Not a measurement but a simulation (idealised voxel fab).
process module | voxel self aligned vias
cross-section cut | 295 nm wide | cells 5 nm
A cross-section is a grid of square cells, given in bands from the top down. A band is one or more rows of cells.
Each band's line starts with the height of the band's top and of its bottom, in nm. Then come its materials from left to right, each with its width in nm. One material with "throughout" fills the band from edge to edge. "air" is empty space.
Height 0 is the level under which the wafer as received is all one material. The lowest band goes on downwards, as in "0 down".
A width such as "30 to 40" changes by the same amount from each row of cells to the next, from the band's top row to its bottom row.
"no change" after a step means that no cell of the cross-section changed.
closed voids: empty space of 8 cells or more with no open way to the top, each as width x height at its distance from the left edge, in nm
after a step's settings: what the simulator itself notes on the step
overlay nm, on a step with a mask: how far to the right of its planned place the mask lay; to the left if negative
plan
1 op RECEIVE | material Si
2 op CONFORMAL_DEP | material SiO2 | thk nm 15
3 op CONFORMAL_DEP | material SiCN | thk nm 5
4 op DIRECTIONAL_DEP | material lowk | thk nm 25
5 op MASKED_ETCH | tone open | mask id LINES | width nm 20 | pitch nm 70 | etch materials lowk | depth nm 25 | overlay nm 0
6 op CONFORMAL_DEP | material TiN | thk nm 5
7 op FILL_DEP | material W | thk nm 10
8 op CMP | height nm 45
9 op SELECTIVE_ETCH | etch materials W Ru TiN | depth nm 10
10 op FILL_DEP | material SiN | thk nm 5
11 op CMP | height nm 45
12 op DIRECTIONAL_DEP | material lowk | thk nm 20
13 op DIRECTIONAL_DEP | material aC | thk nm 15
14 op PATTERN | tone open | mask id VIAS | material resist | width nm 40 | pitch nm 70 | thk nm 35 | overlay nm 0
15 op DIRECTIONAL_ETCH | etch materials aC | depth nm 15
16 op STRIP | etch materials resist
17 op DIRECTIONAL_ETCH | etch materials lowk | depth nm 20
18 op DIRECTIONAL_ETCH | etch materials SiN | depth nm 10
19 op STRIP | etch materials aC
20 op CONFORMAL_DEP | material TiN | thk nm 5
21 op FILL_DEP | material Cu | thk nm 10
22 op CMP | height nm 65
23 op CONFORMAL_DEP | material SiCN | thk nm 5
as received, after step 1
  0 down: Si throughout
  closed voids: none
first wafer at the end, as planned
  70 to 65: SiCN throughout
  65 to 50: lowk 55 | TiN 5 | Cu 30 | TiN 5 | lowk 30 | TiN 5 | Cu 30 | TiN 5 | lowk 30 | TiN 5 | Cu 30 | TiN 5 | lowk 60
  50 to 40: lowk 55 to 65 | TiN 15 to 5 | Cu 10 | TiN 15 to 5 | lowk 30 to 50 | TiN 15 to 5 | Cu 10 | TiN 15 to 5 | lowk 30 to 50 | TiN 15 to 5 | Cu 10 | TiN 15 to 5 | lowk 60 to 70
  40 to 35: lowk 65 | TiN 20 | lowk 50 | TiN 20 | lowk 50 | TiN 20 | lowk 70
  35 to 25: lowk 65 | TiN 5 | W 10 | TiN 5 | lowk 50 | TiN 5 | W 10 | TiN 5 | lowk 50 | TiN 5 | W 10 | TiN 5 | lowk 70
  25 to 20: lowk 65 | TiN 20 | lowk 50 | TiN 20 | lowk 50 | TiN 20 | lowk 70
  20 to 15: SiCN throughout
  15 to 0: SiO2 throughout
  0 down: Si throughout
  closed voids: none
second wafer at the end: like start, like plan, one mistake
  70 to 65: SiCN throughout
  65 to 50: lowk 55 | TiN 5 | Cu 30 | TiN 5 | lowk 30 | TiN 5 | Cu 30 | TiN 5 | lowk 30 | TiN 5 | Cu 30 | TiN 5 | lowk 60
  50 to 45: lowk 55 | TiN 40 | lowk 30 | TiN 40 | lowk 30 | TiN 40 | lowk 60
  45 to 40: SiCN throughout
  40 to 15: lowk throughout
  15 to 0: SiO2 throughout
  0 down: Si throughout
  closed voids: none
what went wrong: steps 3 and 4 were swapped
at the end the second wafer has, in cells: 12 fewer of Cu | 36 fewer of TiN | 12 fewer of W | 60 more of lowk
